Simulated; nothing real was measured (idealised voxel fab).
This section sets out a process module, namely voxel transistor to metal.
Square cells of 5 nm make up the cross-section cut, whose width is 175 nm.
A cross-section is written here as square cells arranged in a grid, and it is given in bands from the top down, each band taking up one or more rows of cells.
Band: top height; bottom height; in nm. Then, left to right: material with width in nm, for each material. "edge to edge": a single material spanning edge to edge. "blank": empty space.
A quick word on heights: they are counted from 0, and under that level the wafer as it came to us is one material throughout. The lowest band is different from the rest in having no bottom; it simply continues downward, written as in "top 0, no bottom".
Quick explanation for "30..40": the width changes in equal steps down the rows of cells, from the first number in the band's top row to the second number in its bottom row.
"no alteration" after a step means that no cell of the cross-section changed.
In "Enclosed internal cavities" the enclosed voids are listed, meaning empty spaces of 8 cells or larger without any opening to the top. The form is width x height at distance, distance from the left edge, units nm.
On a step's line, text after the settings is the simulator commenting on that step.
Among the settings permitted on a step's line is "overlay nm"; applied to a step with a mask, it specifies the extent to which the mask lay to the right of its planned position, whereas a negative figure signifies a position to the left.
From here on the document is pairs. In a pair, the cross-section before one process step comes with the cross-section after it, and the latter goes no deeper than the lowest band that changed. What lies in between, the step and its settings, is written under the pair. A pair may be from a different run of this module on the same starting wafer than the pair above it, so it continues from that pair only where its entry headed "Pre-step" says so.

Pre-step:
top 45, bottom 40: blank (65)  SiN (10)  blank (5)  SiCN (15)  blank (5)  SiN (10)  blank (65)
top 40, bottom 30: blank (65)  SiN (10)  SiO2 (5)  SiCN (15)  SiO2 (5)  SiN (10)  blank (65)
top 30, bottom 0: blank (65)  SiN (10)  SiO2 (5)  polySi (15)  SiO2 (5)  SiN (10)  blank (65)
top 0, bottom -5: blank (25)  SiN (10)  blank (30)  SiO2 (45)  blank (30)  SiN (10)  blank (25)
top -5, bottom -10: blank (25)  SiO2 (125)  blank (25)
top -10, bottom -30: Si (35)  SiO2 (105)  Si (35)
top -30, no bottom: Si edge to edge
Enclosed internal cavities: none

Structure After Step:
top 45, bottom 40: blank (65)  SiN (10)  blank (5)  SiCN (15)  blank (5)  SiN (10)  blank (65)
top 40, bottom 30: blank (65)  SiN (10)  SiO2 (5)  SiCN (15)  SiO2 (5)  SiN (10)  blank (65)
top 30, bottom 0: blank (65)  SiN (10)  SiO2 (5)  polySi (15)  SiO2 (5)  SiN (10)  blank (65)
top 0, bottom -5: blank (25)  SiN (10)  blank (30)  SiO2 (45)  blank (30)  SiN (10)  blank (25)
top -5, bottom -10: blank (25)  SiO2 (125)  blank (25)
top -10, bottom -25: blank (25)  Si (10)  SiO2 (105)  Si (10)  blank (25)
Unchanged below -25.
Enclosed internal cavities: none
To go from the before cross-section above to the after cross-section, apply DIRECTIONAL_ETCH with etch materials Si, depth nm 15

Pre-step: the after view from the pair directly above serves as the before view here.

Structure After Step:
top 45, bottom 40: blank (65)  SiN (10)  blank (5)  SiCN (15)  blank (5)  SiN (10)  blank (65)
top 40, bottom 30: blank (65)  SiN (10)  SiO2 (5)  SiCN (15)  SiO2 (5)  SiN (10)  blank (65)
top 30, bottom 10: blank (65)  SiN (10)  SiO2 (5)  polySi (15)  SiO2 (5)  SiN (10)  blank (65)
top 10, bottom 0: blank (5)  pSi (30)  blank (30)  SiN (10)  SiO2 (5)  polySi (15)  SiO2 (5)  SiN (10)  blank (30)  pSi (30)  blank (5)
top 0, bottom -5: blank (5)  pSi (20)  SiN (10)  blank (30)  SiO2 (45)  blank (30)  SiN (10)  pSi (20)  blank (5)
top -5, bottom -10: pSi (25)  SiO2 (125)  pSi (25)
top -10, bottom -25: pSi (25)  Si (10)  SiO2 (105)  Si (10)  pSi (25)
Unchanged below -25.
Enclosed internal cavities: none
To go from the before cross-section above to the after cross-section, apply EPI with material pSi, thk nm 20

Pre-step: the after view from the pair directly above serves as the before view here.

Structure After Step:
top 50, bottom 45: SiO2 edge to edge
top 45, bottom 30: SiO2 (65)  SiN (10)  SiO2 (5)  SiCN (15)  SiO2 (5)  SiN (10)  SiO2 (65)
top 30, bottom 10: SiO2 (65)  SiN (10)  SiO2 (5)  polySi (15)  SiO2 (5)  SiN (10)  SiO2 (65)
top 10, bottom 0: SiO2 (5)  pSi (30)  SiO2 (30)  SiN (10)  SiO2 (5)  polySi (15)  SiO2 (5)  SiN (10)  SiO2 (30)  pSi (30)  SiO2 (5)
top 0, bottom -5: SiO2 (5)  pSi (20)  SiN (10)  SiO2 (105)  SiN (10)  pSi (20)  SiO2 (5)
Unchanged below -5.
Enclosed internal cavities: none
To go from the before cross-section above to the after cross-section, apply FILL_DEP with material SiO2, thk nm 5

Pre-step: the after view from the pair directly above serves as the before view here.

Structure After Step:
top 40, bottom 30: SiO2 (65)  SiN (10)  SiO2 (5)  SiCN (15)  SiO2 (5)  SiN (10)  SiO2 (65)
Unchanged below 30.
Enclosed internal cavities: none
To go from the before cross-section above to the after cross-section, apply CMP with height nm 40

Pre-step: the after view from the pair directly above serves as the before view here.

Structure After Step:
top 55, bottom 40: SiO2 edge to edge
Unchanged below 40.
Enclosed internal cavities: none
To go from the before cross-section above to the after cross-section, apply DIRECTIONAL_DEP with material SiO2, thk nm 15

Pre-step: the after view from the pair directly above serves as the before view here.

Structure After Step:
top 75, bottom 55: resist (45)  blank (20)  resist (45)  blank (20)  resist (45)
Unchanged below 55.
Enclosed internal cavities: none
To go from the before cross-section above to the after cross-section, apply PATTERN with tone open, mask id CONTACT, material resist, width nm 20, pitch nm 65, thk nm 20, overlay nm 0

Pre-step: the after view from the pair directly above serves as the before view here.

Structure After Step:
top 75, bottom 55: resist (45)  blank (20)  resist (45)  blank (20)  resist (45)
top 55, bottom 40: SiO2 (45)  blank (20)  SiO2 (45)  blank (20)  SiO2 (45)
top 40, bottom 30: SiO2 (45)  blank (20)  SiN (10)  SiO2 (5)  SiCN (15)  SiO2 (5)  SiN (10)  blank (20)  SiO2 (45)
top 30, bottom 10: SiO2 (45)  blank (20)  SiN (10)  SiO2 (5)  polySi (15)  SiO2 (5)  SiN (10)  blank (20)  SiO2 (45)
Unchanged below 10.
Enclosed internal cavities: none
To go from the before cross-section above to the after cross-section, apply DIRECTIONAL_ETCH with etch materials SiO2, depth nm 45

Pre-step: the after view from the pair directly above serves as the before view here.

Structure After Step:
top 55, bottom 40: SiO2 (45)  blank (20)  SiO2 (45)  blank (20)  SiO2 (45)
Unchanged below 40.
Enclosed internal cavities: none
To go from the before cross-section above to the after cross-section, apply STRIP with etch materials resist

Pre-step: the after view from the pair directly above serves as the before view here.

Structure After Step:
top 60, bottom 55: TiN (50)  blank (10)  TiN (55)  blank (10)  TiN (50)
top 55, bottom 40: SiO2 (45)  TiN (5)  blank (10)  TiN (5)  SiO2 (45)  TiN (5)  blank (10)  TiN (5)  SiO2 (45)
top 40, bottom 30: SiO2 (45)  TiN (5)  blank (10)  TiN (5)  SiN (10)  SiO2 (5)  SiCN (15)  SiO2 (5)  SiN (10)  TiN (5)  blank (10)  TiN (5)  SiO2 (45)
top 30, bottom 15: SiO2 (45)  TiN (5)  blank (10)  TiN (5)  SiN (10)  SiO2 (5)  polySi (15)  SiO2 (5)  SiN (10)  TiN (5)  blank (10)  TiN (5)  SiO2 (45)
top 15, bottom 10: SiO2 (45)  TiN (20)  SiN (10)  SiO2 (5)  polySi (15)  SiO2 (5)  SiN (10)  TiN (20)  SiO2 (45)
Unchanged below 10.
Enclosed internal cavities: none
To go from the before cross-section above to the after cross-section, apply CONFORMAL_DEP with material TiN, thk nm 5

Pre-step: the after view from the pair directly above serves as the before view here.

Structure After Step:
top 65, bottom 60: Ru edge to edge
top 60, bottom 55: TiN (50)  Ru (10)  TiN (55)  Ru (10)  TiN (50)
top 55, bottom 40: SiO2 (45)  TiN (5)  Ru (10)  TiN (5)  SiO2 (45)  TiN (5)  Ru (10)  TiN (5)  SiO2 (45)
top 40, bottom 30: SiO2 (45)  TiN (5)  Ru (10)  TiN (5)  SiN (10)  SiO2 (5)  SiCN (15)  SiO2 (5)  SiN (10)  TiN (5)  Ru (10)  TiN (5)  SiO2 (45)
top 30, bottom 15: SiO2 (45)  TiN (5)  Ru (10)  TiN (5)  SiN (10)  SiO2 (5)  polySi (15)  SiO2 (5)  SiN (10)  TiN (5)  Ru (10)  TiN (5)  SiO2 (45)
Unchanged below 15.
Enclosed internal cavities: none
To go from the before cross-section above to the after cross-section, apply FILL_DEP with material Ru, thk nm 5

Pre-step: the after view from the pair directly above serves as the before view here.

Structure After Step:
top 55, bottom 40: SiO2 (45)  TiN (5)  Ru (10)  TiN (5)  SiO2 (45)  TiN (5)  Ru (10)  TiN (5)  SiO2 (45)
Unchanged below 40.
Enclosed internal cavities: none
To go from the before cross-section above to the after cross-section, apply CMP with height nm 55

Pre-step: the after view from the pair directly above serves as the before view here.

Structure After Step:
top 60, bottom 55: TiN edge to edge
Unchanged below 55.
Enclosed internal cavities: none
To go from the before cross-section above to the after cross-section, apply DIRECTIONAL_DEP with material TiN, thk nm 5

Pre-step: the after view from the pair directly above serves as the before view here.

Structure After Step:
top 85, bottom 60: Ru edge to edge
Unchanged below 60.
Enclosed internal cavities: none
To go from the before cross-section above to the after cross-section, apply DIRECTIONAL_DEP with material Ru, thk nm 25

Pre-step: the after view from the pair directly above serves as the before view here.

Structure After Step:
top 105, bottom 85: blank (45)  resist (20)  blank (45)  resist (20)  blank (45)
Unchanged below 85.
Enclosed internal cavities: none
To go from the before cross-section above to the after cross-section, apply PATTERN with tone cover, mask id METAL_1, material resist, width nm 20, pitch nm 65, thk nm 20, overlay nm 0

Pre-step: the after view from the pair directly above serves as the before view here.

Structure After Step:
top 105, bottom 85: blank (45)  resist (20)  blank (45)  resist (20)  blank (45)
top 85, bottom 60: blank (45)  Ru (20)  blank (45)  Ru (20)  blank (45)
Unchanged below 60.
Enclosed internal cavities: none
To go from the before cross-section above to the after cross-section, apply DIRECTIONAL_ETCH with etch materials Ru, depth nm 25

Pre-step: the after view from the pair directly above serves as the before view here.

Structure After Step:
top 105, bottom 85: blank (45)  resist (20)  blank (45)  resist (20)  blank (45)
top 85, bottom 60: blank (45)  Ru (20)  blank (45)  Ru (20)  blank (45)
top 60, bottom 55: blank (45)  TiN (20)  blank (45)  TiN (20)  blank (45)
Unchanged below 55.
Enclosed internal cavities: none
To go from the before cross-section above to the after cross-section, apply DIRECTIONAL_ETCH with etch materials TiN, depth nm 5

Pre-step: the after view from the pair directly above serves as the before view here.

Structure After Step:
top 85, bottom 60: blank (45)  Ru (20)  blank (45)  Ru (20)  blank (45)
Unchanged below 60.
Enclosed internal cavities: none
To go from the before cross-section above to the after cross-section, apply STRIP with etch materials resist

Pre-step: the after view from the pair directly above serves as the before view here.

Structure After Step:
top 90, bottom 85: SiO2 edge to edge
top 85, bottom 60: SiO2 (45)  Ru (20)  SiO2 (45)  Ru (20)  SiO2 (45)
top 60, bottom 55: SiO2 (45)  TiN (20)  SiO2 (45)  TiN (20)  SiO2 (45)
Unchanged below 55.
Enclosed internal cavities: none
To go from the before cross-section above to the after cross-section, apply FILL_DEP with material SiO2, thk nm 5

Pre-step: the after view from the pair directly above serves as the before view here.

Structure After Step:
top 85, bottom 60: SiO2 (45)  Ru (20)  SiO2 (45)  Ru (20)  SiO2 (45)
Unchanged below 60.
Enclosed internal cavities: none
To go from the before cross-section above to the after cross-section, apply CMP with height nm 85

Pre-step: the after view from the pair directly above serves as the before view here.

Structure After Step:
top 90, bottom 85: SiN edge to edge
Unchanged below 85.
Enclosed internal cavities: none
To go from the before cross-section above to the after cross-section, apply CONFORMAL_DEP with material SiN, thk nm 5
